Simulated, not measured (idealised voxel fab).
The following process module bears the name voxel fin reveal.
Pictured: cross-section cut, 270 nm wide, on a grid of 5 nm square cells.
Think of the cross-section as a grid of square cells. We describe it in bands, top to bottom, and each band covers one or more rows of those cells.
Each band's line starts with the height of the band's top and of its bottom, in nm. Then come its materials from left to right, each with its width in nm. One material with "all across" fills the band from edge to edge. "air" is empty space.
Heights are reckoned from 0. Under this level, the received wafer is all of one material. The bottommost band is open-ended downward, for example "from 0 down".
So if you see something like "30 to 40" for the width, read it as the top row of the band sitting at the first number and the bottom row at the second, with every row in between moving by the same amount as the last.
"remained the same" (step): cross-section cells unchanged, all of them.
So "Sealed-off cavities" is basically the list of trapped voids: any empty space of 8 cells or more that can't reach the top through an opening. They're written width x height at distance, the distance being from the left edge, and it's all nm.
Text after the settings on a step's line: the simulator's own remark on that step.
overlay nm: on a step with a mask, how far right of its planned place the mask lay; negative means left.

Here's what the planned process steps look like:
1 RECEIVE (material Si)
2 CONFORMAL_DEP (material SiN; thk nm 5)
3 PATTERN (tone cover; mask id FINS; material resist; width nm 15; pitch nm 45; thk nm 20; overlay nm 0)
4 DIRECTIONAL_ETCH (etch materials SiN; depth nm 5)
5 DIRECTIONAL_ETCH (etch materials Si; depth nm 30)
6 STRIP (etch materials resist)
7 FILL_DEP (material SiO2; thk nm 15)
8 CMP (height nm 5)
9 SELECTIVE_ETCH (etch materials SiO2; depth nm 15)
10 STRIP (etch materials SiN)
11 CONFORMAL_DEP (material HfO2; thk nm 5)

Cross-section of the wafer at receipt, which is the condition after step 1:
> from 0 down | Si all across
> Sealed-off cavities: none

Cross-section, first of two wafers, end of module, run as planned:
> from 5 to 0 | air (75), HfO2 (25), air (20), HfO2 (25), air (20), HfO2 (25), air (80)
> from 0 to -5 | air (75), HfO2 (5), Si (15), HfO2 (5), air (20), HfO2 (5), Si (15), HfO2 (5), air (20), HfO2 (5), Si (15), HfO2 (5), air (80)
> from -5 to -10 | HfO2 (80), Si (15), HfO2 (30), Si (15), HfO2 (30), Si (15), HfO2 (85)
> from -10 to -30 | SiO2 (80), Si (15), SiO2 (30), Si (15), SiO2 (30), Si (15), SiO2 (85)
> from -30 down | Si all across
> Sealed-off cavities: none

Cross-sectional view of the second of two wafers upon completion of the module. This wafer shared its starting condition and process plan with the first; one error was made during its execution:
> from 10 to 5 | air (75), HfO2 (25), air (20), HfO2 (25), air (20), HfO2 (25), air (80)
> from 5 to 0 | air (75), HfO2 (5), SiN (15), HfO2 (5), air (20), HfO2 (5), SiN (15), HfO2 (5), air (20), HfO2 (5), SiN (15), HfO2 (5), air (80)
> from 0 to -25 | air (75), HfO2 (5), Si (15), HfO2 (5), air (20), HfO2 (5), Si (15), HfO2 (5), air (20), HfO2 (5), Si (15), HfO2 (5), air (80)
> from -25 to -30 | HfO2 (80), Si (15), HfO2 (30), Si (15), HfO2 (30), Si (15), HfO2 (85)
> from -30 down | Si all across
> Sealed-off cavities: none
What went wrong in running the wafer? in deviation from the planned setting, step 10 was conducted as STRIP (etch materials SiO2)
Wafer comparison, final, in cells, second relative to first, materials more or fewer: 30 more of HfO2; 9 more of SiN; 180 fewer of SiO2
